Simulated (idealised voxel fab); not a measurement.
voxel quadruple lines: a process module
Cross-sectional view cut (width: 290 nm; square cell size: 5 nm).
Cross-section, as written here: a square-cell grid given band by band from the top down, where a band holds one or more rows of cells.
A band entry consists of two parts. The first gives the height of the band's top and the height of its bottom, in nm. The rest lists the band's materials from left to right, each with its width in nm. A single material labelled with the word "throughout" fills the band from edge to edge, and the word "blank" marks empty space.
Counting heights begins at 0, where everything beneath is, in the wafer as received, one material. The lowest band has no bottom; it goes on downwards, as "0 down" shows.
With a width like "30..40", each row of cells in the band differs from the next by the same amount, the top row carrying the first number and the bottom row the second.
Step note "no alteration" = no cross-section cell changed.
Enclosed empty spaces: empty space of 8 cells or more with no open way to the top, each as width x height at its distance from the left edge, in nm
Heads up: the bit after the settings on a step's line is the simulator's remark on that step.
overlay nm: mask right of planned place by this much (step with mask). Neg. = left.
[These are the steps we planned for the process]
step 1: RECEIVE, material Si
step 2: CONFORMAL_DEP, material Al2O3, thk nm 5
step 3: DIRECTIONAL_DEP, material W, thk nm 10
step 4: DIRECTIONAL_DEP, material polySi, thk nm 15
step 5: DIRECTIONAL_DEP, material aC, thk nm 20
step 6: PATTERN, tone cover, mask id MANDREL, material resist, width nm 35, pitch nm 100, thk nm 30, overlay nm 0
step 7: DIRECTIONAL_ETCH, etch materials aC, depth nm 20
step 8: STRIP, etch materials resist
step 9: CONFORMAL_DEP, material SiO2, thk nm 15
step 10: DIRECTIONAL_ETCH, etch materials SiO2, depth nm 15
step 11: STRIP, etch materials aC
step 12: DIRECTIONAL_ETCH, etch materials polySi, depth nm 15
step 13: STRIP, etch materials SiO2
step 14: CONFORMAL_DEP, material SiCN, thk nm 10
step 15: DIRECTIONAL_ETCH, etch materials SiCN, depth nm 10
step 16: STRIP, etch materials polySi
step 17: DIRECTIONAL_ETCH, etch materials W, depth nm 10
step 18: STRIP, etch materials SiCN
step 19: FILL_DEP, material SiO2, thk nm 5
step 20: CMP, height nm 15
[Wafer at receipt (post step 1), cross-section]
  0 down: Si throughout
  Enclosed empty spaces: none
[Module complete - cross-section of the first of two wafers, run according to plan]
  15 to 5: SiO2 (50); W (10); SiO2 (15); W (10); SiO2 (15); W (10); SiO2 (15); W (10); SiO2 (15); W (10); SiO2 (15); W (10); SiO2 (15); W (10); SiO2 (15); W (10); SiO2 (55)
  5 to 0: Al2O3 throughout
  0 down: Si throughout
  Enclosed empty spaces: none
[Now the second wafer, cross-sectioned at the end of the module. Nothing different at the start, nothing different in the plan compared with the first, just one mistake when it was actually run]
  15 to 5: SiO2 (55); W (10); SiO2 (15); W (10); SiO2 (15); W (10); SiO2 (15); W (10); SiO2 (15); W (10); SiO2 (15); W (10); SiO2 (15); W (10); SiO2 (15); W (10); SiO2 (50)
  5 to 0: Al2O3 throughout
  0 down: Si throughout
  Enclosed empty spaces: none
Where did the run depart from the plan? step 6 off recipe, ran as PATTERN, tone cover, mask id MANDREL, material resist, width nm 35, pitch nm 100, thk nm 30, overlay nm 5
Cell counts per material: same on both final wafers. Positions: different.
